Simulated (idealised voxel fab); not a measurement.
Module name: voxel self aligned contacts (process module)
The width of the displayed cross-section, cut, is 220 nm; its cells are square, with a size of 5 nm.
Just so we're on the same page, the cross-sections are grids of square cells, and they're listed out in bands top to bottom, each band one or more rows deep.
Band: top height; bottom height; in nm. Then, left to right: material with width in nm, for each material. "throughout": a single material spanning edge to edge. "blank": empty space.
Measure heights from 0. That's the level where, below it, the as-received wafer is all one material. The lowest band is bottomless and extends downward; write it as in "0 nm and below".
A width such as "30->40" changes by the same amount from each row of cells to the next, from the band's top row to its bottom row.
It should be understood that the words "remained the same", when stated for a given step, signify that the cross-section underwent no change in any of its cells during that step.
"Closed-off voids": empty spaces of 8 cells or more with no open way to the top, each given as width x height at distance, distance from the left edge, all in nm.
Formally, on a step line, whatever follows the settings is a remark that the simulator itself makes on the step.
Regarding "overlay nm": on a step with a mask, it is the distance the mask lay to the right of its planned place; a negative value places it to the left.

These are the steps we planned for the process:
- 1: RECEIVE (material Si)
- 2: CONFORMAL_DEP (material SiO2; thk nm 5)
- 3: DIRECTIONAL_DEP (material polySi; thk nm 25)
- 4: DIRECTIONAL_DEP (material SiN; thk nm 25)
- 5: DIRECTIONAL_DEP (material aC; thk nm 15)
- 6: PATTERN (tone cover; mask id GATE; material resist; width nm 25; pitch nm 70; thk nm 30; overlay nm 0)
- 7: DIRECTIONAL_ETCH (etch materials aC; depth nm 15)
- 8: STRIP (etch materials resist)
- 9: DIRECTIONAL_ETCH (etch materials SiN; depth nm 25)
- 10: DIRECTIONAL_ETCH (etch materials polySi; depth nm 25)
- 11: STRIP (etch materials aC)
- 12: CONFORMAL_DEP (material SiN; thk nm 10)
- 13: DIRECTIONAL_ETCH (etch materials SiN; depth nm 10)
- 14: FILL_DEP (material SiO2; thk nm 20)
- 15: CMP (height nm 65)
- 16: PATTERN (tone open; mask id CONTACT; material resist; width nm 55; thk nm 20; overlay nm 0)
- 17: DIRECTIONAL_ETCH (etch materials SiO2; depth nm 65)
- 18: STRIP (etch materials resist)
- 19: CONFORMAL_DEP (material TiN; thk nm 5)
- 20: FILL_DEP (material W; thk nm 10)
- 21: CMP (height nm 65)
- 22: CONFORMAL_DEP (material SiN; thk nm 5)

As-received state of the wafer in cross-section, equivalent to post-step 1:
  0 nm and below = Si throughout
  Closed-off voids: none

Sectioned view, first of two wafers, at the close of the module, processed as intended in the plan:
  70 nm to 65 nm = SiN throughout
  65 nm to 55 nm = SiO2: 80 / TiN: 5->20 / W: 45->15 / TiN: 5->20 / SiO2: 85
  55 nm to 30 nm = SiO2: 50 / SiN: 45 / TiN: 5 / W: 15 / TiN: 5 / SiN: 45 / SiO2: 55
  30 nm to 5 nm = SiO2: 50 / SiN: 10 / polySi: 25 / SiN: 10 / TiN: 5 / W: 15 / TiN: 5 / SiN: 10 / polySi: 25 / SiN: 10 / SiO2: 55
  5 nm to 0 nm = SiO2: 95 / TiN: 25 / SiO2: 100
  0 nm and below = Si throughout
  Closed-off voids: none

Cross-section, wafer two of two, end of module: same start and plan as wafer one, one error in execution:
  70 nm to 65 nm = SiN throughout
  65 nm to 60 nm = SiO2: 50 / SiN: 45 / TiN: 5 / W: 15 / TiN: 5 / SiN: 45 / SiO2: 55
  60 nm to 55 nm = SiO2: 50 / SiN: 45 / TiN: 25 / SiN: 45 / SiO2: 55
  55 nm to 30 nm = SiN throughout
  30 nm to 5 nm = polySi throughout
  5 nm to 0 nm = SiO2 throughout
  0 nm and below = Si throughout
  Closed-off voids: none
Error vs. plan: it should be noted that step 4 of the plan was executed twice
Heads up, by the end the second wafer has more or fewer cells of some materials compared to the first: 126 more of SiN; 229 fewer of SiO2; 28 fewer of TiN; 39 fewer of W; 170 more of polySi
